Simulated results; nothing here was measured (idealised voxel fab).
Process module in this document: voxel local oxidation
Pictured: cross-section cut, 265 nm wide, on a grid of 5 nm square cells.
If you're reading a cross-section in this doc, picture square cells in a grid; it comes to you as bands, top ones listed first down to the bottom, and a band can be one or more rows of cells.
In this notation a band is specified by the heights of its top and bottom, in that order and in nm, after which its materials appear from left to right, each paired with its width in nm. The word "everywhere" attached to a single material means that material fills the band from edge to edge; the word "empty" stands for empty space.
A quick word on heights: they are counted from 0, and under that level the wafer as it came to us is one material throughout. The lowest band is different from the rest in having no bottom; it simply continues downward, written as in "0 -> down".
So if you see something like "30->40" for the width, read it as the top row of the band sitting at the first number and the bottom row at the second, with every row in between moving by the same amount as the last.
Step marked "remained the same"? Then no cell in the cross-section changed in it.
What "Closed void catalog" gives you is every empty space of 8 cells or more that is cut off from the top. Each appears as width x height at distance, with the distance taken from the left edge and width, height and distance all in nm.
On a step's line, text after the settings is the simulator commenting on that step.
overlay nm: step with mask; distance mask lay right of planned place; negative value = left of planned place.

Process steps foreseen in the plan:
1: RECEIVE (material Si)
2: CONFORMAL_DEP (material SiO2; thk nm 5)
3: CONFORMAL_DEP (material SiN; thk nm 15)
4: MASKED_ETCH (tone cover; mask id ACTIVE; width nm 95; pitch nm 120; etch materials SiN; depth nm 15; overlay nm 0)
5: SELECTIVE_ETCH (etch materials SiO2; depth nm 5)
6: OXIDIZE (depth nm 10)
7: STRIP (etch materials SiN)

The cross-section here shows the wafer as received, i.e. in its state after step 1:
> 0 -> down | Si everywhere
> Closed void catalog: none

End-of-module cross-section. Starting structure and process plan as above; one mistake made in running it:
> 0 -> -10 | SiO2 everywhere
> -10 -> down | Si everywhere
> Closed void catalog: none
What went wrong in running the wafer? plan step 3: skipped, not run
